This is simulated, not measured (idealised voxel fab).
process module | voxel ribs on slabs
cross-section cut | 240 nm wide | cells 5 nm
A cross-section is a grid of square cells, given in bands from the top down. A band is one or more rows of cells.
Each band's line starts with the height of the band's top and of its bottom, in nm. Then come its materials from left to right, each with its width in nm. One material with "throughout" fills the band from edge to edge. "air" is empty space.
Height 0 is the level under which the wafer as received is all one material. The lowest band goes on downwards, as in "0 down".
A width such as "30 to 40" changes by the same amount from each row of cells to the next, from the band's top row to its bottom row.
"no change" after a step means that no cell of the cross-section changed.
closed voids: empty space of 8 cells or more with no open way to the top, each as width x height at its distance from the left edge, in nm
after a step's settings: what the simulator itself notes on the step
overlay nm, on a step with a mask: how far to the right of its planned place the mask lay; to the left if negative
plan
1 op RECEIVE | material Si
2 op DIRECTIONAL_DEP | material SiO2 | thk nm 30
3 op DIRECTIONAL_DEP | material SiN | thk nm 25
4 op DIRECTIONAL_DEP | material aC | thk nm 10
5 op PATTERN | tone cover | mask id RIB | material resist | width nm 25 | thk nm 25 | overlay nm 0
6 op DIRECTIONAL_ETCH | etch materials aC | depth nm 10
7 op STRIP | etch materials resist
8 op DIRECTIONAL_ETCH | etch materials SiN | depth nm 10
9 op STRIP | etch materials aC
10 op PATTERN | tone cover | mask id SLAB | material resist | width nm 85 | thk nm 20 | overlay nm 0
11 op DIRECTIONAL_ETCH | etch materials SiN | depth nm 15
12 op STRIP | etch materials resist
13 op FILL_DEP | material SiO2 | thk nm 30
14 op CMP | height nm 75
15 op DIRECTIONAL_DEP | material W | thk nm 10
16 op DIRECTIONAL_DEP | material aC | thk nm 15
17 op PATTERN | tone cover | mask id HEATER | material resist | width nm 35 | thk nm 35 | overlay nm 0
18 op DIRECTIONAL_ETCH | etch materials aC | depth nm 15
19 op STRIP | etch materials resist
20 op DIRECTIONAL_ETCH | etch materials W | depth nm 10
21 op STRIP | etch materials aC
22 op CONFORMAL_DEP | material SiN | thk nm 10
as received, after step 1
  0 down: Si throughout
  closed voids: none
a wafer at the end: this start, this plan, one mistake
  110 to 85: SiN throughout
  85 to 75: W throughout
  75 to 55: SiO2 throughout
  55 to 45: SiO2 105 | SiN 25 | SiO2 110
  45 to 30: SiO2 75 | SiN 85 | SiO2 80
  30 to 0: SiO2 throughout
  0 down: Si throughout
  closed voids: none
what went wrong: step 16 ran as: op DIRECTIONAL_DEP | material SiN | thk nm 15
